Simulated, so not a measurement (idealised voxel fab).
process module | voxel fin reveal
The cross-section shown here is cut; it is 210 nm wide and divided into square cells measuring 5 nm on a side.
Cross-section = grid of square cells, listed top down in bands; band = one or more rows.
Each band's line starts with the height of the band's top and of its bottom, in nm. Then come its materials from left to right, each with its width in nm. One material with "full width" fills the band from edge to edge. "empty" is empty space.
The reference from which all heights are counted is 0, the level beneath which the as-received wafer is entirely one material; the lowest band, having no lower bound, proceeds downward and is written after the example "0 down".
With a width like "30->40", each row of cells in the band differs from the next by the same amount, the top row carrying the first number and the bottom row the second.
Step note "nothing changed" = no cross-section cell changed.
"Closed void table": sealed empty spaces, 8 cells or more, no open way to top, listed width x height at distance, with distance from the left edge and width, height and distance in nm.
Step line, after settings: the simulator's comment on this step.
"overlay nm", when on a step's line for a step with a mask, measures how far to the right of its planned place the mask lay; a negative measure means to the left.
Plan
1: RECEIVE (material Si)
2: CONFORMAL_DEP (material SiN; thk nm 10)
3: DIRECTIONAL_DEP (material aC; thk nm 15)
4: PATTERN (tone cover; mask id FINS; material resist; width nm 15; pitch nm 40; thk nm 35; overlay nm 0)
5: DIRECTIONAL_ETCH (etch materials aC; depth nm 15)
6: STRIP (etch materials resist)
7: DIRECTIONAL_ETCH (etch materials SiN; depth nm 10)
8: DIRECTIONAL_ETCH (etch materials Si; depth nm 35)
9: STRIP (etch materials aC)
10: FILL_DEP (material SiO2; thk nm 5)
11: CMP (height nm 10)
12: SELECTIVE_ETCH (etch materials SiO2; depth nm 30)
13: STRIP (etch materials SiN)
14: CONFORMAL_DEP (material SiO2; thk nm 5)
Step 1 complete: cross-section of the wafer as received
* 0 down: Si full width
* Closed void table: none
Run as planned - first of the two wafers cross-sectioned at the end of the module
* 5 to 0: 50 nm empty, 25 nm SiO2, 15 nm empty, 25 nm SiO2, 15 nm empty, 25 nm SiO2, 55 nm empty
* 0 to -15: 50 nm empty, 5 nm SiO2, 15 nm Si, 5 nm SiO2, 15 nm empty, 5 nm SiO2, 15 nm Si, 5 nm SiO2, 15 nm empty, 5 nm SiO2, 15 nm Si, 5 nm SiO2, 55 nm empty
* -15 to -35: 55 nm SiO2, 15 nm Si, 25 nm SiO2, 15 nm Si, 25 nm SiO2, 15 nm Si, 60 nm SiO2
* -35 down: Si full width
* Closed void table: none
Cross-section, second wafer: same start as the first, same plan as the first, one mistake in running it; taken at the end of the module
* 5 to 0: 50 nm empty, 25 nm SiO2, 15 nm empty, 25 nm SiO2, 15 nm empty, 25 nm SiO2, 55 nm empty
* 0 to -15: 50 nm empty, 5 nm SiO2, 15 nm Si, 5 nm SiO2, 15 nm empty, 5 nm SiO2, 15 nm Si, 5 nm SiO2, 15 nm empty, 5 nm SiO2, 15 nm Si, 5 nm SiO2, 55 nm empty
* -15 to -45: 55 nm SiO2, 15 nm Si, 25 nm SiO2, 15 nm Si, 25 nm SiO2, 15 nm Si, 60 nm SiO2
* -45 down: Si full width
* Closed void table: none
Misprocessing identified: step 8 off recipe, ran as DIRECTIONAL_ETCH (etch materials Si; depth nm 45)
The final cell counts differ between the wafers, with the second having more or fewer of some materials than the first: 66 fewer of Si | 66 more of SiO2
